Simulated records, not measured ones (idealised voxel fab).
The name of this process module is voxel self aligned vias.
The figure presents cross-section cut, which has a width of 170 nm and is divided into square cells with an edge length of 5 nm.
Cross-section layout: square cells on a grid; listed as bands, top to bottom; a band spans one or more cell rows.
The band entry comprises the height of the band's top followed by the height of its bottom, expressed in nm, and subsequently the band's materials from left to right, each stated together with its width in nm. Where a single material is marked with the word "all across", that material fills the band from edge to edge. The word "blank" represents empty space.
A quick word on heights: they are counted from 0, and under that level the wafer as it came to us is one material throughout. The lowest band is different from the rest in having no bottom; it simply continues downward, written as in "0 and below".
Width "30->40": first value at the band's top row of cells, second value at its bottom row, equal change from row to row.
Step note "no change occurred" = no cross-section cell changed.
Voids not open to the top, 8 cells minimum: see "Enclosed voids". Written width x height at distance; distance is from the left edge; nm.
On each step's line, the part that comes after the settings is the simulator's own comment on the step.
A step line may carry the setting "overlay nm", which, for steps involving a mask, states the distance by which the mask lay to the right of its intended position; negative values denote displacement to the left.
Planned process steps
1: RECEIVE (material Si)
2: CONFORMAL_DEP (material SiO2; thk nm 15)
3: CONFORMAL_DEP (material SiCN; thk nm 5)
4: DIRECTIONAL_DEP (material lowk; thk nm 30)
5: MASKED_ETCH (tone open; mask id LINES; width nm 20; pitch nm 50; etch materials lowk; depth nm 30; overlay nm 0)
6: CONFORMAL_DEP (material TiN; thk nm 5)
7: FILL_DEP (material Ru; thk nm 10)
8: CMP (height nm 50)
9: SELECTIVE_ETCH (etch materials W Ru TiN; depth nm 5)
10: FILL_DEP (material SiN; thk nm 10)
11: CMP (height nm 50)
12: DIRECTIONAL_DEP (material lowk; thk nm 15)
13: MASKED_ETCH (tone open; mask id VIAS; width nm 30; pitch nm 50; etch materials lowk; depth nm 15; overlay nm 0)
14: MASKED_ETCH (tone open; mask id VIAS; width nm 30; pitch nm 50; etch materials SiN; depth nm 5; overlay nm 0)
15: CONFORMAL_DEP (material TiN; thk nm 5)
16: FILL_DEP (material Cu; thk nm 5)
17: CMP (height nm 65)
18: CONFORMAL_DEP (material SiN; thk nm 5)
First of two wafers, with the run carried out as planned
Cross-section of the wafer at receipt, which is the condition after step 1
* 0 and below = Si all across
* Enclosed voids: none
State of the wafer after step 2, shown in cross-section
* 15 down to 0 = SiO2 all across
* Nothing below the height 0 has changed.
State of the wafer after step 3, shown in cross-section
* 20 down to 15 = SiCN all across
* Nothing below the height 15 has changed.
State of the wafer after step 4, shown in cross-section
* 50 down to 20 = lowk all across
* Nothing below the height 20 has changed.
State of the wafer after step 5, shown in cross-section
* 50 down to 20 = 50 lowk / 20 blank / 30 lowk / 20 blank / 50 lowk
* Nothing below the height 20 has changed.
State of the wafer after step 6, shown in cross-section
* 55 down to 50 = 55 TiN / 10 blank / 40 TiN / 10 blank / 55 TiN
* 50 down to 25 = 50 lowk / 5 TiN / 10 blank / 5 TiN / 30 lowk / 5 TiN / 10 blank / 5 TiN / 50 lowk
* 25 down to 20 = 50 lowk / 20 TiN / 30 lowk / 20 TiN / 50 lowk
* Nothing below the height 20 has changed.
State of the wafer after step 7, shown in cross-section
* 65 down to 55 = Ru all across
* 55 down to 50 = 55 TiN / 10 Ru / 40 TiN / 10 Ru / 55 TiN
* 50 down to 25 = 50 lowk / 5 TiN / 10 Ru / 5 TiN / 30 lowk / 5 TiN / 10 Ru / 5 TiN / 50 lowk
* Nothing below the height 25 has changed.
State of the wafer after step 8, shown in cross-section
* 50 down to 25 = 50 lowk / 5 TiN / 10 Ru / 5 TiN / 30 lowk / 5 TiN / 10 Ru / 5 TiN / 50 lowk
* Nothing below the height 25 has changed.
State of the wafer after step 9, shown in cross-section
* 50 down to 45 = 50 lowk / 20 blank / 30 lowk / 20 blank / 50 lowk
* Nothing below the height 45 has changed.
State of the wafer after step 10, shown in cross-section
* 60 down to 50 = SiN all across
* 50 down to 45 = 50 lowk / 20 SiN / 30 lowk / 20 SiN / 50 lowk
* Nothing below the height 45 has changed.
State of the wafer after step 11, shown in cross-section
* 50 down to 45 = 50 lowk / 20 SiN / 30 lowk / 20 SiN / 50 lowk
* Nothing below the height 45 has changed.
State of the wafer after step 12, shown in cross-section
* 65 down to 50 = lowk all across
* Nothing below the height 50 has changed.
State of the wafer after step 13, shown in cross-section
* 65 down to 50 = 45 lowk / 30 blank / 20 lowk / 30 blank / 45 lowk
* Nothing below the height 50 has changed.
State of the wafer after step 14, shown in cross-section
* 65 down to 50 = 45 lowk / 30 blank / 20 lowk / 30 blank / 45 lowk
* 50 down to 45 = 50 lowk / 20 blank / 30 lowk / 20 blank / 50 lowk
* Nothing below the height 45 has changed.
State of the wafer after step 15, shown in cross-section
* 70 down to 65 = 50 TiN / 20 blank / 30 TiN / 20 blank / 50 TiN
* 65 down to 55 = 45 lowk / 5 TiN / 20 blank / 5 TiN / 20 lowk / 5 TiN / 20 blank / 5 TiN / 45 lowk
* 55 down to 50 = 45 lowk / 10 TiN / 10 blank / 10 TiN / 20 lowk / 10 TiN / 10 blank / 10 TiN / 45 lowk
* 50 down to 45 = 50 lowk / 20 TiN / 30 lowk / 20 TiN / 50 lowk
* Nothing below the height 45 has changed.
State of the wafer after step 16, shown in cross-section
* 75 down to 70 = Cu all across
* 70 down to 65 = 50 TiN / 20 Cu / 30 TiN / 20 Cu / 50 TiN
* 65 down to 55 = 45 lowk / 5 TiN / 20 Cu / 5 TiN / 20 lowk / 5 TiN / 20 Cu / 5 TiN / 45 lowk
* 55 down to 50 = 45 lowk / 10 TiN / 10 Cu / 10 TiN / 20 lowk / 10 TiN / 10 Cu / 10 TiN / 45 lowk
* Nothing below the height 50 has changed.
State of the wafer after step 17, shown in cross-section
* 65 down to 55 = 45 lowk / 5 TiN / 20 Cu / 5 TiN / 20 lowk / 5 TiN / 20 Cu / 5 TiN / 45 lowk
* Nothing below the height 55 has changed.
State of the wafer after step 18, shown in cross-section
* 70 down to 65 = SiN all across
* Nothing below the height 65 has changed.
Second Wafer (Identical Start and Plan, One Processing Error; Matches First Wafer Through Step 15)
Cross-section of the second wafer corresponding to the planned conclusion of step 16
* 75 down to 70 = W all across
* 70 down to 65 = 50 TiN / 20 W / 30 TiN / 20 W / 50 TiN
* 65 down to 55 = 45 lowk / 5 TiN / 20 W / 5 TiN / 20 lowk / 5 TiN / 20 W / 5 TiN / 45 lowk
* 55 down to 50 = 45 lowk / 10 TiN / 10 W / 10 TiN / 20 lowk / 10 TiN / 10 W / 10 TiN / 45 lowk
* Nothing below the height 50 has changed.
Cross-section of the second wafer corresponding to the planned conclusion of step 17
* 65 down to 55 = 45 lowk / 5 TiN / 20 W / 5 TiN / 20 lowk / 5 TiN / 20 W / 5 TiN / 45 lowk
* Nothing below the height 55 has changed.
Cross-section of the second wafer corresponding to the planned conclusion of step 18
* 70 down to 65 = SiN all across
* Nothing below the height 65 has changed.
Where did the run depart from the plan? step 16 was not run as planned; what actually ran was FILL_DEP (material W; thk nm 5)
End of process, cell counts, second wafer against first, materials with more or fewer: Cu -20 | W +20
